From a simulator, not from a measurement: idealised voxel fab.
process module | voxel self aligned vias
cross-section cut | 265 nm wide | cells 5 nm
A cross-section is a grid of square cells, given in bands from the top down. A band is one or more rows of cells.
Each band's line starts with the height of the band's top and of its bottom, in nm. Then come its materials from left to right, each with its width in nm. One material with "throughout" fills the band from edge to edge. "air" is empty space.
Height 0 is the level under which the wafer as received is all one material. The lowest band goes on downwards, as in "0 down".
A width such as "30 to 40" changes by the same amount from each row of cells to the next, from the band's top row to its bottom row.
"no change" after a step means that no cell of the cross-section changed.
closed voids: empty space of 8 cells or more with no open way to the top, each as width x height at its distance from the left edge, in nm
after a step's settings: what the simulator itself notes on the step
overlay nm, on a step with a mask: how far to the right of its planned place the mask lay; to the left if negative
Each pair below shows a cross-section before one step and the cross-section after it, down to the lowest band that changed. The line under each pair gives the step between them, with its settings. The pairs can come from different runs of this module on the same starting wafer, so a pair continues from the pair above only where its "before" says so.
before
  75 to 60: aC 55 | air 30 | aC 30 | air 30 | aC 30 | air 30 | aC 60
  60 to 45: lowk 55 | air 30 | lowk 30 | air 30 | lowk 30 | air 30 | lowk 60
  45 to 35: lowk 60 | SiN 25 | lowk 35 | SiN 25 | lowk 35 | SiN 25 | lowk 60
  35 to 25: lowk 60 | TiN 5 | W 15 | TiN 5 | lowk 35 | TiN 5 | W 15 | TiN 5 | lowk 35 | TiN 5 | W 15 | TiN 5 | lowk 60
  25 to 20: lowk 60 | TiN 25 | lowk 35 | TiN 25 | lowk 35 | TiN 25 | lowk 60
  20 to 15: SiCN throughout
  15 to 0: SiO2 throughout
  0 down: Si throughout
  closed voids: none
after
  75 to 60: aC 55 | air 30 | aC 30 | air 30 | aC 30 | air 30 | aC 60
  60 to 45: lowk 55 | air 30 | lowk 30 | air 30 | lowk 30 | air 30 | lowk 60
  45 to 35: lowk 60 | air 25 | lowk 35 | air 25 | lowk 35 | air 25 | lowk 60
  below 35: unchanged
  closed voids: none
the step between: op DIRECTIONAL_ETCH | etch materials SiN | depth nm 10
before: the cross-section after the pair above
after
  60 to 45: lowk 55 | air 30 | lowk 30 | air 30 | lowk 30 | air 30 | lowk 60
  below 45: unchanged
  closed voids: none
the step between: op STRIP | etch materials aC
before: the cross-section after the pair above
after
  65 to 60: TiN 60 | air 20 | TiN 40 | air 20 | TiN 40 | air 20 | TiN 65
  60 to 50: lowk 55 | TiN 5 | air 20 | TiN 5 | lowk 30 | TiN 5 | air 20 | TiN 5 | lowk 30 | TiN 5 | air 20 | TiN 5 | lowk 60
  50 to 40: lowk 55 to 60 | TiN 10 to 5 | air 15 | TiN 5 | lowk 30 to 35 | TiN 10 to 5 | air 15 | TiN 5 | lowk 30 to 35 | TiN 10 to 5 | air 15 | TiN 5 | lowk 60
  40 to 35: lowk 60 | TiN 25 | lowk 35 | TiN 25 | lowk 35 | TiN 25 | lowk 60
  below 35: unchanged
  closed voids: none
the step between: op CONFORMAL_DEP | material TiN | thk nm 5
before: the cross-section after the pair above
after
  75 to 65: W throughout
  65 to 60: TiN 60 | W 20 | TiN 40 | W 20 | TiN 40 | W 20 | TiN 65
  60 to 50: lowk 55 | TiN 5 | W 20 | TiN 5 | lowk 30 | TiN 5 | W 20 | TiN 5 | lowk 30 | TiN 5 | W 20 | TiN 5 | lowk 60
  50 to 40: lowk 55 to 60 | TiN 10 to 5 | W 15 | TiN 5 | lowk 30 to 35 | TiN 10 to 5 | W 15 | TiN 5 | lowk 30 to 35 | TiN 10 to 5 | W 15 | TiN 5 | lowk 60
  below 40: unchanged
  closed voids: none
the step between: op FILL_DEP | material W | thk nm 10
before: the cross-section after the pair above
after
  60 to 50: lowk 55 | TiN 5 | W 20 | TiN 5 | lowk 30 | TiN 5 | W 20 | TiN 5 | lowk 30 | TiN 5 | W 20 | TiN 5 | lowk 60
  below 50: unchanged
  closed voids: none
the step between: op CMP | height nm 60
before: the cross-section after the pair above
after
  65 to 60: SiN throughout
  below 60: unchanged
  closed voids: none
the step between: op CONFORMAL_DEP | material SiN | thk nm 5
before
  60 to 45: aC throughout
  45 to 20: lowk throughout
  20 to 15: SiCN throughout
  15 to 0: SiO2 throughout
  0 down: Si throughout
  closed voids: none
after
  95 to 60: resist 50 | air 20 | resist 40 | air 20 | resist 40 | air 20 | resist 75
  below 60: unchanged
  closed voids: none
the step between: op PATTERN | tone open | mask id LINES | material resist | width nm 20 | pitch nm 60 | thk nm 35 | overlay nm -10
before: the cross-section after the pair above
after
  80 to 60: resist 50 | air 20 | resist 40 | air 20 | resist 40 | air 20 | resist 75
  60 to 45: aC 50 | air 20 | aC 40 | air 20 | aC 40 | air 20 | aC 75
  below 45: unchanged
  closed voids: none
the step between: op DIRECTIONAL_ETCH | etch materials aC | depth nm 15
before: the cross-section after the pair above
after
  60 to 45: aC 50 | air 20 | aC 40 | air 20 | aC 40 | air 20 | aC 75
  below 45: unchanged
  closed voids: none
the step between: op STRIP | etch materials resist
before: the cross-section after the pair above
after
  60 to 45: aC 50 | air 20 | aC 40 | air 20 | aC 40 | air 20 | aC 75
  45 to 20: lowk 50 | air 20 | lowk 40 | air 20 | lowk 40 | air 20 | lowk 75
  below 20: unchanged
  closed voids: none
the step between: op DIRECTIONAL_ETCH | etch materials lowk | depth nm 25
before: the cross-section after the pair above
after
  45 to 20: lowk 50 | air 20 | lowk 40 | air 20 | lowk 40 | air 20 | lowk 75
  below 20: unchanged
  closed voids: none
the step between: op STRIP | etch materials aC
before: the cross-section after the pair above
after
  50 to 45: TiN 55 | air 10 | TiN 50 | air 10 | TiN 50 | air 10 | TiN 80
  45 to 25: lowk 50 | TiN 5 | air 10 | TiN 5 | lowk 40 | TiN 5 | air 10 | TiN 5 | lowk 40 | TiN 5 | air 10 | TiN 5 | lowk 75
  25 to 20: lowk 50 | TiN 20 | lowk 40 | TiN 20 | lowk 40 | TiN 20 | lowk 75
  below 20: unchanged
  closed voids: none
the step between: op CONFORMAL_DEP | material TiN | thk nm 5
before: the cross-section after the pair above
after
  55 to 50: W throughout
  50 to 45: TiN 55 | W 10 | TiN 50 | W 10 | TiN 50 | W 10 | TiN 80
  45 to 25: lowk 50 | TiN 5 | W 10 | TiN 5 | lowk 40 | TiN 5 | W 10 | TiN 5 | lowk 40 | TiN 5 | W 10 | TiN 5 | lowk 75
  below 25: unchanged
  closed voids: none
the step between: op FILL_DEP | material W | thk nm 5
before: the cross-section after the pair above
after
  45 to 25: lowk 50 | TiN 5 | W 10 | TiN 5 | lowk 40 | TiN 5 | W 10 | TiN 5 | lowk 40 | TiN 5 | W 10 | TiN 5 | lowk 75
  below 25: unchanged
  closed voids: none
the step between: op CMP | height nm 45
before: the cross-section after the pair above
after
  45 to 35: lowk 50 | air 20 | lowk 40 | air 20 | lowk 40 | air 20 | lowk 75
  below 35: unchanged
  closed voids: none
the step between: op SELECTIVE_ETCH | etch materials W Ru TiN | depth nm 10
before: the cross-section after the pair above
after
  55 to 45: SiN throughout
  45 to 35: lowk 50 | SiN 20 | lowk 40 | SiN 20 | lowk 40 | SiN 20 | lowk 75
  below 35: unchanged
  closed voids: none
the step between: op FILL_DEP | material SiN | thk nm 10
before: the cross-section after the pair above
after
  45 to 35: lowk 50 | SiN 20 | lowk 40 | SiN 20 | lowk 40 | SiN 20 | lowk 75
  below 35: unchanged
  closed voids: none
the step between: op CMP | height nm 45
before: the cross-section after the pair above
after
  60 to 45: lowk throughout
  below 45: unchanged
  closed voids: none
the step between: op DIRECTIONAL_DEP | material lowk | thk nm 15
before: the cross-section after the pair above
after
  75 to 60: aC throughout
  below 60: unchanged
  closed voids: none
the step between: op DIRECTIONAL_DEP | material aC | thk nm 15
before: the cross-section after the pair above
after
  110 to 75: resist 55 | air 30 | resist 30 | air 30 | resist 30 | air 30 | resist 60
  below 75: unchanged
  closed voids: none
the step between: op PATTERN | tone open | mask id VIAS | material resist | width nm 30 | pitch nm 60 | thk nm 35 | overlay nm 0
before: the cross-section after the pair above
after
  95 to 75: resist 55 | air 30 | resist 30 | air 30 | resist 30 | air 30 | resist 60
  75 to 60: aC 55 | air 30 | aC 30 | air 30 | aC 30 | air 30 | aC 60
  below 60: unchanged
  closed voids: none
the step between: op DIRECTIONAL_ETCH | etch materials aC | depth nm 15
before: the cross-section after the pair above
after
  75 to 60: aC 55 | air 30 | aC 30 | air 30 | aC 30 | air 30 | aC 60
  below 60: unchanged
  closed voids: none
the step between: op STRIP | etch materials resist
before: the cross-section after the pair above
after
  75 to 60: aC 55 | air 30 | aC 30 | air 30 | aC 30 | air 30 | aC 60
  60 to 45: lowk 55 | air 30 | lowk 30 | air 30 | lowk 30 | air 30 | lowk 60
  below 45: unchanged
  closed voids: none
the step between: op DIRECTIONAL_ETCH | etch materials lowk | depth nm 15
before: the cross-section after the pair above
after
  75 to 60: aC 55 | air 30 | aC 30 | air 30 | aC 30 | air 30 | aC 60
  60 to 45: lowk 55 | air 30 | lowk 30 | air 30 | lowk 30 | air 30 | lowk 60
  45 to 35: lowk 50 | SiN 5 | air 15 | lowk 40 | SiN 5 | air 15 | lowk 40 | SiN 5 | air 15 | lowk 75
  below 35: unchanged
  closed voids: none
the step between: op DIRECTIONAL_ETCH | etch materials SiN | depth nm 10
before: the cross-section after the pair above
after
  60 to 45: lowk 55 | air 30 | lowk 30 | air 30 | lowk 30 | air 30 | lowk 60
  below 45: unchanged
  closed voids: none
the step between: op STRIP | etch materials aC
before: the cross-section after the pair above
after
  65 to 60: TiN 60 | air 20 | TiN 40 | air 20 | TiN 40 | air 20 | TiN 65
  60 to 50: lowk 55 | TiN 5 | air 20 | TiN 5 | lowk 30 | TiN 5 | air 20 | TiN 5 | lowk 30 | TiN 5 | air 20 | TiN 5 | lowk 60
  50 to 45: lowk 55 | TiN 5 | air 5 | TiN 20 | lowk 30 | TiN 5 | air 5 | TiN 20 | lowk 30 | TiN 5 | air 5 | TiN 20 | lowk 60
  45 to 40: lowk 50 | SiN 5 | TiN 5 | air 5 | TiN 5 | lowk 40 | SiN 5 | TiN 5 | air 5 | TiN 5 | lowk 40 | SiN 5 | TiN 5 | air 5 | TiN 5 | lowk 75
  40 to 35: lowk 50 | SiN 5 | TiN 15 | lowk 40 | SiN 5 | TiN 15 | lowk 40 | SiN 5 | TiN 15 | lowk 75
  below 35: unchanged
  closed voids: none
the step between: op CONFORMAL_DEP | material TiN | thk nm 5
before: the cross-section after the pair above
after
  75 to 65: W throughout
  65 to 60: TiN 60 | W 20 | TiN 40 | W 20 | TiN 40 | W 20 | TiN 65
  60 to 50: lowk 55 | TiN 5 | W 20 | TiN 5 | lowk 30 | TiN 5 | W 20 | TiN 5 | lowk 30 | TiN 5 | W 20 | TiN 5 | lowk 60
  50 to 45: lowk 55 | TiN 5 | W 5 | TiN 20 | lowk 30 | TiN 5 | W 5 | TiN 20 | lowk 30 | TiN 5 | W 5 | TiN 20 | lowk 60
  45 to 40: lowk 50 | SiN 5 | TiN 5 | W 5 | TiN 5 | lowk 40 | SiN 5 | TiN 5 | W 5 | TiN 5 | lowk 40 | SiN 5 | TiN 5 | W 5 | TiN 5 | lowk 75
  below 40: unchanged
  closed voids: none
the step between: op FILL_DEP | material W | thk nm 10
before: the cross-section after the pair above
after
  60 to 50: lowk 55 | TiN 5 | W 20 | TiN 5 | lowk 30 | TiN 5 | W 20 | TiN 5 | lowk 30 | TiN 5 | W 20 | TiN 5 | lowk 60
  below 50: unchanged
  closed voids: none
the step between: op CMP | height nm 60
before: the cross-section after the pair above
after
  65 to 60: SiN throughout
  below 60: unchanged
  closed voids: none
the step between: op CONFORMAL_DEP | material SiN | thk nm 5
before
  15 to 0: SiO2 throughout
  0 down: Si throughout
  closed voids: none
after
  20 to 15: TiN throughout
  below 15: unchanged
  closed voids: none
the step between: op CONFORMAL_DEP | material TiN | thk nm 5
before: the cross-section after the pair above
after
  45 to 20: lowk throughout
  below 20: unchanged
  closed voids: none
the step between: op DIRECTIONAL_DEP | material lowk | thk nm 25
before: the cross-section after the pair above
after
  60 to 45: aC throughout
  below 45: unchanged
  closed voids: none
the step between: op DIRECTIONAL_DEP | material aC | thk nm 15
before: the cross-section after the pair above
after
  95 to 60: resist 60 | air 20 | resist 40 | air 20 | resist 40 | air 20 | resist 65
  below 60: unchanged
  closed voids: none
the step between: op PATTERN | tone open | mask id LINES | material resist | width nm 20 | pitch nm 60 | thk nm 35 | overlay nm 0
before: the cross-section after the pair above
after
  80 to 60: resist 60 | air 20 | resist 40 | air 20 | resist 40 | air 20 | resist 65
  60 to 45: aC 60 | air 20 | aC 40 | air 20 | aC 40 | air 20 | aC 65
  below 45: unchanged
  closed voids: none
the step between: op DIRECTIONAL_ETCH | etch materials aC | depth nm 15
before: the cross-section after the pair above
after
  60 to 45: aC 60 | air 20 | aC 40 | air 20 | aC 40 | air 20 | aC 65
  below 45: unchanged
  closed voids: none
the step between: op STRIP | etch materials resist
before: the cross-section after the pair above
after
  60 to 45: aC 60 | air 20 | aC 40 | air 20 | aC 40 | air 20 | aC 65
  45 to 20: lowk 60 | air 20 | lowk 40 | air 20 | lowk 40 | air 20 | lowk 65
  below 20: unchanged
  closed voids: none
the step between: op DIRECTIONAL_ETCH | etch materials lowk | depth nm 25
before: the cross-section after the pair above
after
  45 to 20: lowk 60 | air 20 | lowk 40 | air 20 | lowk 40 | air 20 | lowk 65
  below 20: unchanged
  closed voids: none
the step between: op STRIP | etch materials aC
before: the cross-section after the pair above
after
  50 to 45: TiN 65 | air 10 | TiN 50 | air 10 | TiN 50 | air 10 | TiN 70
  45 to 25: lowk 60 | TiN 5 | air 10 | TiN 5 | lowk 40 | TiN 5 | air 10 | TiN 5 | lowk 40 | TiN 5 | air 10 | TiN 5 | lowk 65
  25 to 20: lowk 60 | TiN 20 | lowk 40 | TiN 20 | lowk 40 | TiN 20 | lowk 65
  below 20: unchanged
  closed voids: none
the step between: op CONFORMAL_DEP | material TiN | thk nm 5
before: the cross-section after the pair above
after
  55 to 50: W throughout
  50 to 45: TiN 65 | W 10 | TiN 50 | W 10 | TiN 50 | W 10 | TiN 70
  45 to 25: lowk 60 | TiN 5 | W 10 | TiN 5 | lowk 40 | TiN 5 | W 10 | TiN 5 | lowk 40 | TiN 5 | W 10 | TiN 5 | lowk 65
  below 25: unchanged
  closed voids: none
the step between: op FILL_DEP | material W | thk nm 5
before: the cross-section after the pair above
after
  45 to 25: lowk 60 | TiN 5 | W 10 | TiN 5 | lowk 40 | TiN 5 | W 10 | TiN 5 | lowk 40 | TiN 5 | W 10 | TiN 5 | lowk 65
  below 25: unchanged
  closed voids: none
the step between: op CMP | height nm 45
before: the cross-section after the pair above
after
  45 to 35: lowk 60 | air 20 | lowk 40 | air 20 | lowk 40 | air 20 | lowk 65
  below 35: unchanged
  closed voids: none
the step between: op SELECTIVE_ETCH | etch materials W Ru TiN | depth nm 10
before: the cross-section after the pair above
after
  55 to 45: SiN throughout
  45 to 35: lowk 60 | SiN 20 | lowk 40 | SiN 20 | lowk 40 | SiN 20 | lowk 65
  below 35: unchanged
  closed voids: none
the step between: op FILL_DEP | material SiN | thk nm 10
before: the cross-section after the pair above
after
  45 to 35: lowk 60 | SiN 20 | lowk 40 | SiN 20 | lowk 40 | SiN 20 | lowk 65
  below 35: unchanged
  closed voids: none
the step between: op CMP | height nm 45
before: the cross-section after the pair above
after
  60 to 45: lowk throughout
  below 45: unchanged
  closed voids: none
the step between: op DIRECTIONAL_DEP | material lowk | thk nm 15
before: the cross-section after the pair above
after
  75 to 60: aC throughout
  below 60: unchanged
  closed voids: none
the step between: op DIRECTIONAL_DEP | material aC | thk nm 15
before: the cross-section after the pair above
after
  110 to 75: resist 55 | air 30 | resist 30 | air 30 | resist 30 | air 30 | resist 60
  below 75: unchanged
  closed voids: none
the step between: op PATTERN | tone open | mask id VIAS | material resist | width nm 30 | pitch nm 60 | thk nm 35 | overlay nm 0
before: the cross-section after the pair above
after
  95 to 75: resist 55 | air 30 | resist 30 | air 30 | resist 30 | air 30 | resist 60
  75 to 60: aC 55 | air 30 | aC 30 | air 30 | aC 30 | air 30 | aC 60
  below 60: unchanged
  closed voids: none
the step between: op DIRECTIONAL_ETCH | etch materials aC | depth nm 15
before: the cross-section after the pair above
after
  75 to 60: aC 55 | air 30 | aC 30 | air 30 | aC 30 | air 30 | aC 60
  below 60: unchanged
  closed voids: none
the step between: op STRIP | etch materials resist
before: the cross-section after the pair above
after
  75 to 60: aC 55 | air 30 | aC 30 | air 30 | aC 30 | air 30 | aC 60
  60 to 45: lowk 55 | air 30 | lowk 30 | air 30 | lowk 30 | air 30 | lowk 60
  below 45: unchanged
  closed voids: none
the step between: op DIRECTIONAL_ETCH | etch materials lowk | depth nm 15
before: the cross-section after the pair above
after
  75 to 60: aC 55 | air 30 | aC 30 | air 30 | aC 30 | air 30 | aC 60
  60 to 45: lowk 55 | air 30 | lowk 30 | air 30 | lowk 30 | air 30 | lowk 60
  45 to 35: lowk 60 | air 20 | lowk 40 | air 20 | lowk 40 | air 20 | lowk 65
  below 35: unchanged
  closed voids: none
the step between: op DIRECTIONAL_ETCH | etch materials SiN | depth nm 10
before: the cross-section after the pair above
after
  60 to 45: lowk 55 | air 30 | lowk 30 | air 30 | lowk 30 | air 30 | lowk 60
  below 45: unchanged
  closed voids: none
the step between: op STRIP | etch materials aC
before: the cross-section after the pair above
after
  65 to 60: TiN 60 | air 20 | TiN 40 | air 20 | TiN 40 | air 20 | TiN 65
  60 to 50: lowk 55 | TiN 5 | air 20 | TiN 5 | lowk 30 | TiN 5 | air 20 | TiN 5 | lowk 30 | TiN 5 | air 20 | TiN 5 | lowk 60
  50 to 40: lowk 55 to 60 | TiN 10 to 5 | air 10 | TiN 10 to 5 | lowk 30 to 40 | TiN 10 to 5 | air 10 | TiN 10 to 5 | lowk 30 to 40 | TiN 10 to 5 | air 10 | TiN 10 to 5 | lowk 60 to 65
  40 to 35: lowk 60 | TiN 20 | lowk 40 | TiN 20 | lowk 40 | TiN 20 | lowk 65
  below 35: unchanged
  closed voids: none
the step between: op CONFORMAL_DEP | material TiN | thk nm 5
before: the cross-section after the pair above
after
  75 to 65: W throughout
  65 to 60: TiN 60 | W 20 | TiN 40 | W 20 | TiN 40 | W 20 | TiN 65
  60 to 50: lowk 55 | TiN 5 | W 20 | TiN 5 | lowk 30 | TiN 5 | W 20 | TiN 5 | lowk 30 | TiN 5 | W 20 | TiN 5 | lowk 60
  50 to 40: lowk 55 to 60 | TiN 10 to 5 | W 10 | TiN 10 to 5 | lowk 30 to 40 | TiN 10 to 5 | W 10 | TiN 10 to 5 | lowk 30 to 40 | TiN 10 to 5 | W 10 | TiN 10 to 5 | lowk 60 to 65
  below 40: unchanged
  closed voids: none
the step between: op FILL_DEP | material W | thk nm 10
before: the cross-section after the pair above
after
  60 to 50: lowk 55 | TiN 5 | W 20 | TiN 5 | lowk 30 | TiN 5 | W 20 | TiN 5 | lowk 30 | TiN 5 | W 20 | TiN 5 | lowk 60
  below 50: unchanged
  closed voids: none
the step between: op CMP | height nm 60
before: the cross-section after the pair above
after
  65 to 60: SiN throughout
  below 60: unchanged
  closed voids: none
the step between: op CONFORMAL_DEP | material SiN | thk nm 5
before
  75 to 60: aC throughout
  60 to 45: lowk throughout
  45 to 35: lowk 60 | SiN 20 | lowk 40 | SiN 20 | lowk 40 | SiN 20 | lowk 65
  35 to 25: lowk 60 | TiN 5 | W 10 | TiN 5 | lowk 40 | TiN 5 | W 10 | TiN 5 | lowk 40 | TiN 5 | W 10 | TiN 5 | lowk 65
  25 to 20: lowk 60 | TiN 20 | lowk 40 | TiN 20 | lowk 40 | TiN 20 | lowk 65
  20 to 15: SiCN throughout
  15 to 0: SiO2 throughout
  0 down: Si throughout
  closed voids: none
after
  110 to 75: air 55 | resist 30 | air 30 | resist 30 | air 30 | resist 30 | air 60
  below 75: unchanged
  closed voids: none
the step between: op PATTERN | tone cover | mask id VIAS | material resist | width nm 30 | pitch nm 60 | thk nm 35 | overlay nm 0
before: the cross-section after the pair above
after
  95 to 75: air 55 | resist 30 | air 30 | resist 30 | air 30 | resist 30 | air 60
  75 to 60: air 55 | aC 30 | air 30 | aC 30 | air 30 | aC 30 | air 60
  below 60: unchanged
  closed voids: none
the step between: op DIRECTIONAL_ETCH | etch materials aC | depth nm 15
before: the cross-section after the pair above
after
  75 to 60: air 55 | aC 30 | air 30 | aC 30 | air 30 | aC 30 | air 60
  below 60: unchanged
  closed voids: none
the step between: op STRIP | etch materials resist
before: the cross-section after the pair above
after
  75 to 60: air 55 | aC 30 | air 30 | aC 30 | air 30 | aC 30 | air 60
  60 to 45: air 55 | lowk 30 | air 30 | lowk 30 | air 30 | lowk 30 | air 60
  below 45: unchanged
  closed voids: none
the step between: op DIRECTIONAL_ETCH | etch materials lowk | depth nm 15
before: the cross-section after the pair above
after
  60 to 45: air 55 | lowk 30 | air 30 | lowk 30 | air 30 | lowk 30 | air 60
  below 45: unchanged
  closed voids: none
the step between: op STRIP | etch materials aC
before: the cross-section after the pair above
after
  65 to 60: air 50 | TiN 40 | air 20 | TiN 40 | air 20 | TiN 40 | air 55
  60 to 50: air 50 | TiN 5 | lowk 30 | TiN 5 | air 20 | TiN 5 | lowk 30 | TiN 5 | air 20 | TiN 5 | lowk 30 | TiN 5 | air 55
  50 to 45: TiN 55 | lowk 30 | TiN 30 | lowk 30 | TiN 30 | lowk 30 | TiN 60
  below 45: unchanged
  closed voids: none
the step between: op CONFORMAL_DEP | material TiN | thk nm 5
before: the cross-section after the pair above
after
  75 to 65: W throughout
  65 to 60: W 50 | TiN 40 | W 20 | TiN 40 | W 20 | TiN 40 | W 55
  60 to 50: W 50 | TiN 5 | lowk 30 | TiN 5 | W 20 | TiN 5 | lowk 30 | TiN 5 | W 20 | TiN 5 | lowk 30 | TiN 5 | W 55
  below 50: unchanged
  closed voids: none
the step between: op FILL_DEP | material W | thk nm 10
before: the cross-section after the pair above
after
  60 to 50: W 50 | TiN 5 | lowk 30 | TiN 5 | W 20 | TiN 5 | lowk 30 | TiN 5 | W 20 | TiN 5 | lowk 30 | TiN 5 | W 55
  below 50: unchanged
  closed voids: none
the step between: op CMP | height nm 60
before: the cross-section after the pair above
after
  65 to 60: SiN throughout
  below 60: unchanged
  closed voids: none
the step between: op CONFORMAL_DEP | material SiN | thk nm 5
